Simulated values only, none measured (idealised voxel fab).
This is a process module. Its name is voxel air gaps.
In the cross-section labelled cut, the width is 185 nm and each square cell is 5 nm.
Cross-section layout: square cells on a grid; listed as bands, top to bottom; a band spans one or more cell rows.
For a band, the entry starts with two heights in nm, that of the top and then that of the bottom, and carries on with the band's materials in order from left to right, each alongside its width in nm; the word "everywhere" beside a single material means it fills the band edge to edge, and "air" means empty space.
Heights are measured from 0, the level below which the as-received wafer is all one material; the lowest band has no bottom and continues downward, written as in "0 -> down".
The notation "30 to 40" denotes a width that varies across the rows of cells in the band, beginning at the first number in the top row, finishing at the second number in the bottom row, and changing by an identical amount from each row to the next.
A step reported as "everything unchanged" is a step in which no cell of the cross-section changed.
The entry "Listed closed voids" lists the empty spaces that cover at least 8 cells and have no open path to the top. Each is written as width x height at distance, where the distance is measured from the left edge and all three values are in nm.
Formally, on a step line, whatever follows the settings is a remark that the simulator itself makes on the step.
overlay nm: mask offset rightward from planned place, masked step; negative means leftward offset.
PROCESS STEPS (PLANNED)
1. RECEIVE,material Si
2. CONFORMAL_DEP,material SiO2,thk nm 10
3. CONFORMAL_DEP,material SiN,thk nm 5
4. DIRECTIONAL_DEP,material lowk,thk nm 40
5. PATTERN,tone open,mask id LINES,material resist,width nm 15,pitch nm 40,thk nm 15,overlay nm 0
6. DIRECTIONAL_ETCH,etch materials lowk,depth nm 40
7. STRIP,etch materials resist
8. CONFORMAL_DEP,material TiN,thk nm 5
9. FILL_DEP,material Ru,thk nm 10
10. CMP,height nm 55
11. EPI,material Ru,thk nm 10
12. SELECTIVE_ETCH,etch materials lowk,depth nm 50
13. CONFORMAL_DEP,material SiCN,thk nm 5
SO, THE FIRST OF OUR TWO WAFERS, RUN JUST AS WE PLANNED IT
CROSS-SECTION, INCOMING MATERIAL, AFTER STEP 1
    0 -> down  Si everywhere
    Listed closed voids: none
AFTER STEP 2, IN CROSS-SECTION
    10 -> 0  SiO2 everywhere
    Whatever lies below 0 is exactly as it was before.
AFTER STEP 3, IN CROSS-SECTION
    15 -> 10  SiN everywhere
    Whatever lies below 10 is exactly as it was before.
AFTER STEP 4, IN CROSS-SECTION
    55 -> 15  lowk everywhere
    Whatever lies below 15 is exactly as it was before.
AFTER STEP 5, IN CROSS-SECTION
    70 -> 55  resist (45), air (15), resist (25), air (15), resist (25), air (15), resist (45)
    Whatever lies below 55 is exactly as it was before.
AFTER STEP 6, IN CROSS-SECTION
    70 -> 55  resist (45), air (15), resist (25), air (15), resist (25), air (15), resist (45)
    55 -> 15  lowk (45), air (15), lowk (25), air (15), lowk (25), air (15), lowk (45)
    Whatever lies below 15 is exactly as it was before.
AFTER STEP 7, IN CROSS-SECTION
    55 -> 15  lowk (45), air (15), lowk (25), air (15), lowk (25), air (15), lowk (45)
    Whatever lies below 15 is exactly as it was before.
AFTER STEP 8, IN CROSS-SECTION
    60 -> 55  TiN (50), air (5), TiN (35), air (5), TiN (35), air (5), TiN (50)
    55 -> 20  lowk (45), TiN (5), air (5), TiN (5), lowk (25), TiN (5), air (5), TiN (5), lowk (25), TiN (5), air (5), TiN (5), lowk (45)
    20 -> 15  lowk (45), TiN (15), lowk (25), TiN (15), lowk (25), TiN (15), lowk (45)
    Whatever lies below 15 is exactly as it was before.
AFTER STEP 9, IN CROSS-SECTION
    70 -> 60  Ru everywhere
    60 -> 55  TiN (50), Ru (5), TiN (35), Ru (5), TiN (35), Ru (5), TiN (50)
    55 -> 20  lowk (45), TiN (5), Ru (5), TiN (5), lowk (25), TiN (5), Ru (5), TiN (5), lowk (25), TiN (5), Ru (5), TiN (5), lowk (45)
    Whatever lies below 20 is exactly as it was before.
AFTER STEP 10, IN CROSS-SECTION
    55 -> 20  lowk (45), TiN (5), Ru (5), TiN (5), lowk (25), TiN (5), Ru (5), TiN (5), lowk (25), TiN (5), Ru (5), TiN (5), lowk (45)
    Whatever lies below 20 is exactly as it was before.
AFTER STEP 11, IN CROSS-SECTION
    65 -> 55  air (35), Ru (35), air (5), Ru (35), air (5), Ru (35), air (35)
    Whatever lies below 55 is exactly as it was before.
AFTER STEP 12, IN CROSS-SECTION
    65 -> 55  air (35), Ru (35), air (5), Ru (35), air (5), Ru (35), air (35)
    55 -> 20  air (45), TiN (5), Ru (5), TiN (5), air (25), TiN (5), Ru (5), TiN (5), air (25), TiN (5), Ru (5), TiN (5), air (45)
    20 -> 15  air (45), TiN (15), air (25), TiN (15), air (25), TiN (15), air (45)
    Whatever lies below 15 is exactly as it was before.
AFTER STEP 13, IN CROSS-SECTION
    70 -> 65  air (30), SiCN (125), air (30)
    65 -> 55  air (30), SiCN (5), Ru (35), SiCN (5), Ru (35), SiCN (5), Ru (35), SiCN (5), air (30)
    55 -> 50  air (30), SiCN (15), TiN (5), Ru (5), TiN (5), SiCN (25), TiN (5), Ru (5), TiN (5), SiCN (25), TiN (5), Ru (5), TiN (5), SiCN (15), air (30)
    50 -> 20  air (40), SiCN (5), TiN (5), Ru (5), TiN (5), SiCN (5), air (15), SiCN (5), TiN (5), Ru (5), TiN (5), SiCN (5), air (15), SiCN (5), TiN (5), Ru (5), TiN (5), SiCN (5), air (40)
    20 -> 15  SiCN (45), TiN (15), SiCN (25), TiN (15), SiCN (25), TiN (15), SiCN (45)
    Whatever lies below 15 is exactly as it was before.
    Listed closed voids: 15 x 30 at 65; 15 x 30 at 105
SECOND WAFER. START AND PLAN AS FOR THE FIRST. ONE MISTAKE MADE IN RUNNING. AGREES WITH THE FIRST UP TO AND INCLUDING STEP 9
Second wafer profile in section, at the moment step 10 of the plan was meant to be complete: everything unchanged
SECOND WAFER PROFILE IN SECTION, AT THE MOMENT STEP 11 OF THE PLAN WAS MEANT TO BE COMPLETE
    80 -> 60  Ru everywhere
    Whatever lies below 60 is exactly as it was before.
Second wafer profile in section, at the moment step 12 of the plan was meant to be complete: everything unchanged
SECOND WAFER PROFILE IN SECTION, AT THE MOMENT STEP 13 OF THE PLAN WAS MEANT TO BE COMPLETE
    85 -> 80  SiCN everywhere
    Whatever lies below 80 is exactly as it was before.
Nonconformance to the process plan: it should be noted that step 10 of the plan was omitted and was not performed
The second wafer ends with more or fewer cells of some materials than the first, per final count: +109 Ru, -76 SiCN, +34 TiN, +224 lowk
First wafer closed voids (final) = 2; second wafer closed voids (final) = 0.
